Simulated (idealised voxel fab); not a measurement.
process module | voxel self aligned contacts
cross-section cut | 225 nm wide | cells 5 nm
A cross-section is a grid of square cells, given in bands from the top down. A band is one or more rows of cells.
Each band's line starts with the height of the band's top and of its bottom, in nm. Then come its materials from left to right, each with its width in nm. One material with "throughout" fills the band from edge to edge. "air" is empty space.
Height 0 is the level under which the wafer as received is all one material. The lowest band goes on downwards, as in "0 down".
A width such as "30 to 40" changes by the same amount from each row of cells to the next, from the band's top row to its bottom row.
"no change" after a step means that no cell of the cross-section changed.
closed voids: empty space of 8 cells or more with no open way to the top, each as width x height at its distance from the left edge, in nm
after a step's settings: what the simulator itself notes on the step
overlay nm, on a step with a mask: how far to the right of its planned place the mask lay; to the left if negative
plan
1 op RECEIVE | material Si
2 op OXIDIZE | depth nm 5
3 op DIRECTIONAL_DEP | material polySi | thk nm 30
4 op DIRECTIONAL_DEP | material SiN | thk nm 25
5 op MASKED_ETCH | tone cover | mask id GATE | width nm 30 | pitch nm 75 | etch materials SiN | depth nm 25 | overlay nm 0
6 op MASKED_ETCH | tone cover | mask id GATE | width nm 30 | pitch nm 75 | etch materials polySi | depth nm 30 | overlay nm 0
7 op CONFORMAL_DEP | material SiN | thk nm 10
8 op DIRECTIONAL_ETCH | etch materials SiN | depth nm 10
9 op FILL_DEP | material SiO2 | thk nm 10
10 op CMP | height nm 60
11 op PATTERN | tone open | mask id CONTACT | material resist | width nm 55 | pitch nm 75 | thk nm 15 | overlay nm 0
12 op DIRECTIONAL_ETCH | etch materials SiO2 | depth nm 65
13 op STRIP | etch materials resist
14 op CONFORMAL_DEP | material TiN | thk nm 5
15 op FILL_DEP | material Ru | thk nm 5
16 op CMP | height nm 60
17 op CONFORMAL_DEP | material SiCN | thk nm 5
as received, after step 1
  0 down: Si throughout
  closed voids: none
first wafer at the end, as planned
  65 to 60: SiCN throughout
  60 to 55: SiO2 45 | TiN 20 | Ru 15 | TiN 20 | SiO2 20 | TiN 20 | Ru 15 | TiN 20 | SiO2 50
  55 to 30: SiO2 10 | SiN 50 | TiN 5 | Ru 15 | TiN 5 | SiN 50 | TiN 5 | Ru 15 | TiN 5 | SiN 50 | SiO2 15
  30 to 0: SiO2 10 | SiN 10 | polySi 30 | SiN 10 | TiN 5 | Ru 15 | TiN 5 | SiN 10 | polySi 30 | SiN 10 | TiN 5 | Ru 15 | TiN 5 | SiN 10 | polySi 30 | SiN 10 | SiO2 15
  0 to -5: SiO2 60 | TiN 25 | SiO2 50 | TiN 25 | SiO2 65
  -5 down: Si throughout
  closed voids: none
second wafer at the end: like start, like plan, one mistake
  65 to 60: SiCN throughout
  60 to 55: SiO2 45 | TiN 20 | Ru 15 | TiN 20 | SiO2 20 | TiN 20 | Ru 15 | TiN 20 | SiO2 50
  55 to 35: SiO2 10 | SiN 50 | TiN 5 | Ru 15 | TiN 5 | SiN 50 | TiN 5 | Ru 15 | TiN 5 | SiN 50 | SiO2 15
  35 to 30: SiO2 10 | SiN 50 | TiN 25 | SiN 50 | TiN 25 | SiN 50 | SiO2 15
  30 to 0: TiN throughout
  0 to -5: SiO2 throughout
  -5 down: Si throughout
  closed voids: none
what went wrong: step 3 ran as: op DIRECTIONAL_DEP | material TiN | thk nm 30
at the end the second wafer has, in cells: 42 fewer of Ru | 72 fewer of SiN | 20 fewer of SiO2 | 242 more of TiN | 108 fewer of polySi
